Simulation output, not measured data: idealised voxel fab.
process module | voxel self aligned contacts
cross-section cut | 270 nm wide | cells 5 nm
A cross-section is a grid of square cells, given in bands from the top down. A band is one or more rows of cells.
Each band's line starts with the height of the band's top and of its bottom, in nm. Then come its materials from left to right, each with its width in nm. One material with "throughout" fills the band from edge to edge. "air" is empty space.
Height 0 is the level under which the wafer as received is all one material. The lowest band goes on downwards, as in "0 down".
A width such as "30 to 40" changes by the same amount from each row of cells to the next, from the band's top row to its bottom row.
"no change" after a step means that no cell of the cross-section changed.
closed voids: empty space of 8 cells or more with no open way to the top, each as width x height at its distance from the left edge, in nm
after a step's settings: what the simulator itself notes on the step
overlay nm, on a step with a mask: how far to the right of its planned place the mask lay; to the left if negative
plan
1 op RECEIVE | material Si
2 op OXIDIZE | depth nm 5
3 op DIRECTIONAL_DEP | material polySi | thk nm 20
4 op DIRECTIONAL_DEP | material SiN | thk nm 20
5 op MASKED_ETCH | tone cover | mask id GATE | width nm 25 | pitch nm 60 | etch materials SiN | depth nm 20 | overlay nm 0
6 op MASKED_ETCH | tone cover | mask id GATE | width nm 25 | pitch nm 60 | etch materials polySi | depth nm 10 | overlay nm 0
7 op CONFORMAL_DEP | material SiN | thk nm 5
8 op DIRECTIONAL_ETCH | etch materials SiN | depth nm 5
9 op FILL_DEP | material SiO2 | thk nm 10
10 op CMP | height nm 45
11 op PATTERN | tone open | mask id CONTACT | material resist | width nm 45 | thk nm 15 | overlay nm 0
12 op DIRECTIONAL_ETCH | etch materials SiO2 | depth nm 50
13 op STRIP | etch materials resist
14 op CONFORMAL_DEP | material TiN | thk nm 5
15 op FILL_DEP | material W | thk nm 5
16 op CMP | height nm 45
17 op CONFORMAL_DEP | material SiCN | thk nm 5
varied across the wafers: depth nm of step 6. The plan shows the first wafer's value. All wafers start alike
first wafer as received, after step 1
  0 down: Si throughout
  closed voids: none
each wafer at the end: cells of each material gained (+) or lost (-) since it was received, then its closed voids
depth nm 10 | -54 Si | +54 SiCN | +64 SiN | +309 SiO2 | +21 TiN | +18 W | +128 polySi | closed voids: none
depth nm 15 | -54 Si | +54 SiCN | +68 SiN | +344 SiO2 | +23 TiN | +21 W | +84 polySi | closed voids: none
depth nm 20 | -54 Si | +54 SiCN | +72 SiN | +374 SiO2 | +27 TiN | +27 W | +40 polySi | closed voids: none
depth nm 25 | -54 Si | +54 SiCN | +72 SiN | +374 SiO2 | +27 TiN | +27 W | +40 polySi | closed voids: none
depth nm 30 | -54 Si | +54 SiCN | +72 SiN | +374 SiO2 | +27 TiN | +27 W | +40 polySi | closed voids: none
depth nm 35 | -54 Si | +54 SiCN | +72 SiN | +374 SiO2 | +27 TiN | +27 W | +40 polySi | closed voids: none
